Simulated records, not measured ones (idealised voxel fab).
Process module name: voxel capacitor over wiring
Cross-sectional view cut (width: 180 nm; square cell size: 5 nm).
We lay out every cross-section as a grid of square cells and spell it out in bands from the top down, where one band means one or more rows of cells. Top height, bottom height, nm. Materials left to right, width each, nm. Single material + "all across" = fills band edge to edge. "empty" = empty. The reference from which all heights are counted is 0, the level beneath which the as-received wafer is entirely one material; the lowest band, having no lower bound, proceeds downward and is written after the example "0..down". You'd read "30..40" like this: the band's top row of cells is as wide as the first number, its bottom row is as wide as the second, and going down, every row changes width by the same amount as the row before did. For the purposes of this document, the phrase "nothing altered" attached to a step denotes that no cell within the cross-section was modified by that step. So "Enclosed void entries" is basically the list of trapped voids: any empty space of 8 cells or more that can't reach the top through an opening. They're written width x height at distance, the distance being from the left edge, and it's all nm. Text after the settings on a step's line: the simulator's own remark on that step. For masked steps, "overlay nm" on the step line gives how far right of plan the mask actually lay; a minus sign means it lay to the left.

Process steps - plan:
1,RECEIVE | material Si
2,CONFORMAL_DEP | material SiO2 | thk nm 10
3,DIRECTIONAL_DEP | material TiN | thk nm 5
4,DIRECTIONAL_DEP | material Ru | thk nm 15
5,PATTERN | tone cover | mask id METAL_1 | material resist | width nm 25 | pitch nm 85 | thk nm 20 | overlay nm 0
6,DIRECTIONAL_ETCH | etch materials Ru | depth nm 15
7,DIRECTIONAL_ETCH | etch materials TiN | depth nm 5
8,STRIP | etch materials resist
9,CONFORMAL_DEP | material SiCN | thk nm 5
10,FILL_DEP | material SiO2 | thk nm 10
11,CMP | height nm 30
12,CONFORMAL_DEP | material SiCN | thk nm 5
13,DIRECTIONAL_DEP | material SiO2 | thk nm 15
14,DIRECTIONAL_DEP | material aC | thk nm 10
15,PATTERN | tone open | mask id PLUG_1 | material resist | width nm 15 | thk nm 25 | overlay nm 0
16,DIRECTIONAL_ETCH | etch materials aC | depth nm 10
17,STRIP | etch materials resist
18,DIRECTIONAL_ETCH | etch materials SiO2 | depth nm 15
19,DIRECTIONAL_ETCH | etch materials SiCN | depth nm 5
20,STRIP | etch materials aC
21,EPI | material Ru | thk nm 10
22,EPI | material Ru | thk nm 10
23,DIRECTIONAL_DEP | material TiN | thk nm 10
24,DIRECTIONAL_DEP | material SiN | thk nm 5
25,DIRECTIONAL_DEP | material TiN | thk nm 5
26,DIRECTIONAL_DEP | material aC | thk nm 15
27,PATTERN | tone cover | mask id UPPER_PLATE | material resist | width nm 65 | thk nm 35 | overlay nm 0
28,DIRECTIONAL_ETCH | etch materials aC | depth nm 15
29,STRIP | etch materials resist
30,DIRECTIONAL_ETCH | etch materials TiN | depth nm 5
31,DIRECTIONAL_ETCH | etch materials SiN | depth nm 5
32,STRIP | etch materials aC
33,PATTERN | tone cover | mask id LOWER_PLATE | material resist | width nm 75 | thk nm 15 | overlay nm 0
34,DIRECTIONAL_ETCH | etch materials TiN | depth nm 10
35,STRIP | etch materials resist
36,FILL_DEP | material SiO2 | thk nm 15
37,CMP | height nm 80
38,MASKED_ETCH | tone open | mask id PLUG_2 | width nm 15 | etch materials SiO2 | depth nm 10 | overlay nm 0
39,CONFORMAL_DEP | material TiN | thk nm 5
40,FILL_DEP | material Cu | thk nm 10
41,CMP | height nm 80
42,CONFORMAL_DEP | material SiN | thk nm 5

First out of two wafers; run went to plan:

Cross-section of the wafer as it came to us, i.e., already through step 1:
	0..down  Si all across
	Enclosed void entries: none

The wafer in cross-section once step 2 is complete:
	10..0  SiO2 all across
	Below a height of 0, the structure has not been altered.

The wafer in cross-section once step 3 is complete:
	15..10  TiN all across
	Below a height of 10, the structure has not been altered.

The wafer in cross-section once step 4 is complete:
	30..15  Ru all across
	Below a height of 15, the structure has not been altered.

The wafer in cross-section once step 5 is complete:
	50..30  empty (35), resist (25), empty (60), resist (25), empty (35)
	Below a height of 30, the structure has not been altered.

The wafer in cross-section once step 6 is complete:
	50..30  empty (35), resist (25), empty (60), resist (25), empty (35)
	30..15  empty (35), Ru (25), empty (60), Ru (25), empty (35)
	Below a height of 15, the structure has not been altered.

The wafer in cross-section once step 7 is complete:
	50..30  empty (35), resist (25), empty (60), resist (25), empty (35)
	30..15  empty (35), Ru (25), empty (60), Ru (25), empty (35)
	15..10  empty (35), TiN (25), empty (60), TiN (25), empty (35)
	Below a height of 10, the structure has not been altered.

The wafer in cross-section once step 8 is complete:
	30..15  empty (35), Ru (25), empty (60), Ru (25), empty (35)
	Below a height of 15, the structure has not been altered.

The wafer in cross-section once step 9 is complete:
	35..30  empty (30), SiCN (35), empty (50), SiCN (35), empty (30)
	30..15  empty (30), SiCN (5), Ru (25), SiCN (5), empty (50), SiCN (5), Ru (25), SiCN (5), empty (30)
	15..10  SiCN (35), TiN (25), SiCN (60), TiN (25), SiCN (35)
	Below a height of 10, the structure has not been altered.

The wafer in cross-section once step 10 is complete:
	45..35  SiO2 all across
	35..30  SiO2 (30), SiCN (35), SiO2 (50), SiCN (35), SiO2 (30)
	30..15  SiO2 (30), SiCN (5), Ru (25), SiCN (5), SiO2 (50), SiCN (5), Ru (25), SiCN (5), SiO2 (30)
	Below a height of 15, the structure has not been altered.

The wafer in cross-section once step 11 is complete:
	30..15  SiO2 (30), SiCN (5), Ru (25), SiCN (5), SiO2 (50), SiCN (5), Ru (25), SiCN (5), SiO2 (30)
	Below a height of 15, the structure has not been altered.

The wafer in cross-section once step 12 is complete:
	35..30  SiCN all across
	Below a height of 30, the structure has not been altered.

The wafer in cross-section once step 13 is complete:
	50..35  SiO2 all across
	Below a height of 35, the structure has not been altered.

The wafer in cross-section once step 14 is complete:
	60..50  aC all across
	Below a height of 50, the structure has not been altered.

The wafer in cross-section once step 15 is complete:
	85..60  resist (45), empty (15), resist (120)
	Below a height of 60, the structure has not been altered.

The wafer in cross-section once step 16 is complete:
	75..60  resist (45), empty (15), resist (120)
	60..50  aC (45), empty (15), aC (120)
	Below a height of 50, the structure has not been altered.

The wafer in cross-section once step 17 is complete:
	60..50  aC (45), empty (15), aC (120)
	Below a height of 50, the structure has not been altered.

The wafer in cross-section once step 18 is complete:
	60..50  aC (45), empty (15), aC (120)
	50..35  SiO2 (45), empty (15), SiO2 (120)
	Below a height of 35, the structure has not been altered.

The wafer in cross-section once step 19 is complete:
	60..50  aC (45), empty (15), aC (120)
	50..35  SiO2 (45), empty (15), SiO2 (120)
	35..30  SiCN (45), empty (15), SiCN (120)
	Below a height of 30, the structure has not been altered.

The wafer in cross-section once step 20 is complete:
	50..35  SiO2 (45), empty (15), SiO2 (120)
	Below a height of 35, the structure has not been altered.

The wafer in cross-section once step 21 is complete:
	50..40  SiO2 (45), empty (15), SiO2 (120)
	40..35  SiO2 (45), Ru (15), SiO2 (120)
	35..30  SiCN (45), Ru (15), SiCN (120)
	Below a height of 30, the structure has not been altered.

The wafer in cross-section once step 22 is complete:
	50..35  SiO2 (45), Ru (15), SiO2 (120)
	Below a height of 35, the structure has not been altered.

The wafer in cross-section once step 23 is complete:
	60..50  TiN all across
	Below a height of 50, the structure has not been altered.

The wafer in cross-section once step 24 is complete:
	65..60  SiN all across
	Below a height of 60, the structure has not been altered.

The wafer in cross-section once step 25 is complete:
	70..65  TiN all across
	Below a height of 65, the structure has not been altered.

The wafer in cross-section once step 26 is complete:
	85..70  aC all across
	Below a height of 70, the structure has not been altered.

The wafer in cross-section once step 27 is complete:
	120..85  empty (45), resist (65), empty (70)
	Below a height of 85, the structure has not been altered.

The wafer in cross-section once step 28 is complete:
	105..85  empty (45), resist (65), empty (70)
	85..70  empty (45), aC (65), empty (70)
	Below a height of 70, the structure has not been altered.

The wafer in cross-section once step 29 is complete:
	85..70  empty (45), aC (65), empty (70)
	Below a height of 70, the structure has not been altered.

The wafer in cross-section once step 30 is complete:
	85..70  empty (45), aC (65), empty (70)
	70..65  empty (45), TiN (65), empty (70)
	Below a height of 65, the structure has not been altered.

The wafer in cross-section once step 31 is complete:
	85..70  empty (45), aC (65), empty (70)
	70..65  empty (45), TiN (65), empty (70)
	65..60  empty (45), SiN (65), empty (70)
	Below a height of 60, the structure has not been altered.

The wafer in cross-section once step 32 is complete:
	70..65  empty (45), TiN (65), empty (70)
	Below a height of 65, the structure has not been altered.

The wafer in cross-section once step 33 is complete:
	85..70  empty (40), resist (75), empty (65)
	70..65  empty (40), resist (5), TiN (65), resist (5), empty (65)
	65..60  empty (40), resist (5), SiN (65), resist (5), empty (65)
	Below a height of 60, the structure has not been altered.

The wafer in cross-section once step 34 is complete:
	85..70  empty (40), resist (75), empty (65)
	70..65  empty (40), resist (5), TiN (65), resist (5), empty (65)
	65..60  empty (40), resist (5), SiN (65), resist (5), empty (65)
	60..50  empty (40), TiN (75), empty (65)
	Below a height of 50, the structure has not been altered.

The wafer in cross-section once step 35 is complete:
	70..65  empty (45), TiN (65), empty (70)
	65..60  empty (45), SiN (65), empty (70)
	Below a height of 60, the structure has not been altered.

The wafer in cross-section once step 36 is complete:
	85..70  SiO2 all across
	70..65  SiO2 (45), TiN (65), SiO2 (70)
	65..60  SiO2 (45), SiN (65), SiO2 (70)
	60..50  SiO2 (40), TiN (75), SiO2 (65)
	Below a height of 50, the structure has not been altered.

The wafer in cross-section once step 37 is complete:
	80..70  SiO2 all across
	Below a height of 70, the structure has not been altered.

The wafer in cross-section once step 38 is complete:
	80..70  SiO2 (55), empty (15), SiO2 (110)
	Below a height of 70, the structure has not been altered.

The wafer in cross-section once step 39 is complete:
	85..80  TiN (60), empty (5), TiN (115)
	80..75  SiO2 (55), TiN (5), empty (5), TiN (5), SiO2 (110)
	75..65  SiO2 (55..45), TiN (15..65), SiO2 (110..70)
	Below a height of 65, the structure has not been altered.

The wafer in cross-section once step 40 is complete:
	95..85  Cu all across
	85..80  TiN (60), Cu (5), TiN (115)
	80..75  SiO2 (55), TiN (5), Cu (5), TiN (5), SiO2 (110)
	Below a height of 75, the structure has not been altered.

The wafer in cross-section once step 41 is complete:
	80..75  SiO2 (55), TiN (5), Cu (5), TiN (5), SiO2 (110)
	Below a height of 75, the structure has not been altered.

The wafer in cross-section once step 42 is complete:
	85..80  SiN all across
	Below a height of 80, the structure has not been altered.

Notes, second wafer: start = first wafer's, plan = first wafer's, execution had one mistake; history identical to first through step 39:

Second wafer, section view, time point: scheduled end of step 40:
	95..85  aC all across
	85..80  TiN (60), aC (5), TiN (115)
	80..75  SiO2 (55), TiN (5), aC (5), TiN (5), SiO2 (110)
	Below a height of 75, the structure has not been altered.

Second wafer, section view, time point: scheduled end of step 41:
	80..75  SiO2 (55), TiN (5), aC (5), TiN (5), SiO2 (110)
	Below a height of 75, the structure has not been altered.

Second wafer, section view, time point: scheduled end of step 42:
	85..80  SiN all across
	Below a height of 80, the structure has not been altered.
What went wrong in running the wafer? for step 40, the planned setting was not used; the step was instead run as FILL_DEP | material aC | thk nm 10
It is noted that, at the conclusion of processing, the second wafer exhibits a higher or lower cell count for certain materials relative to the first: Cu -1 | aC +1
